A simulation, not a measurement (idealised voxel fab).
Module name: voxel trench capacitor (process module)
We display cut, a cross-section 285 nm in width whose square cells are each 5 nm.
Cross-sections here: square-cell grids, written as top-down lists of bands, a band being one or more rows of cells.
Band entry format. Leading values: height of top, height of bottom, nm. Remainder: materials in left-to-right order, each with its width in nm. Special words: "all across" on a single material, which then fills the band edge to edge; "empty", empty space.
All heights in this document are referenced to 0, defined as the level beneath which the wafer, as received, consists entirely of one material. The lowest band is not bounded below; it extends indefinitely downward and is written in the form "0 nm and below".
Quick explanation for "30 to 40": the width changes in equal steps down the rows of cells, from the first number in the band's top row to the second number in its bottom row.
No cell of the cross-section changed in a step that is given as "all unchanged".
In the "Trapped void list" entry, you get each enclosed empty space of 8 cells or more, one with no open way to the top, written width x height at distance, distance from the left edge, in nm.
What comes after the settings on a step's line is commentary from the simulator itself on that step.
You can add "overlay nm" to a step's line. For a step with a mask, it describes how far the mask lay to the right of its planned position, and a negative number describes a lay to the left.

**plan**
1,RECEIVE | material Si
2,CONFORMAL_DEP | material SiN | thk nm 5
3,DIRECTIONAL_DEP | material aC | thk nm 10
4,PATTERN | tone open | mask id TRENCH | material resist | width nm 25 | pitch nm 40 | thk nm 30 | overlay nm 0
5,DIRECTIONAL_ETCH | etch materials aC | depth nm 10
6,STRIP | etch materials resist
7,DIRECTIONAL_ETCH | etch materials SiN | depth nm 5
8,DIRECTIONAL_ETCH | etch materials Si | depth nm 40
9,STRIP | etch materials aC
10,CONFORMAL_DEP | material Al2O3 | thk nm 5
11,CONFORMAL_DEP | material TiN | thk nm 5
12,FILL_DEP | material W | thk nm 10
13,CMP | height nm 5

**Cross-section of the wafer upon arrival, representing the state reached after step 1**
> 0 nm and below = Si all across
> Trapped void list: none

**The following cross-section depicts the wafer upon conclusion of the module. Processing commenced from the starting condition illustrated above and adhered to the plan illustrated above, save for one mistake in execution**
> 5 nm to 0 nm = SiN 115  Al2O3 5  TiN 10  Al2O3 5  SiN 20  Al2O3 5  TiN 10  Al2O3 5  SiN 110
> 0 nm to -35 nm = Si 115  Al2O3 5  TiN 10  Al2O3 5  Si 20  Al2O3 5  TiN 10  Al2O3 5  Si 110
> -35 nm to -40 nm = Si 115  Al2O3 20  Si 20  Al2O3 20  Si 110
> -40 nm and below = Si all across
> Trapped void list: none
Deviation noted in wafer processing: step 4 off recipe, ran as PATTERN | tone open | mask id TRENCH | material resist | width nm 20 | pitch nm 40 | thk nm 30 | overlay nm 0
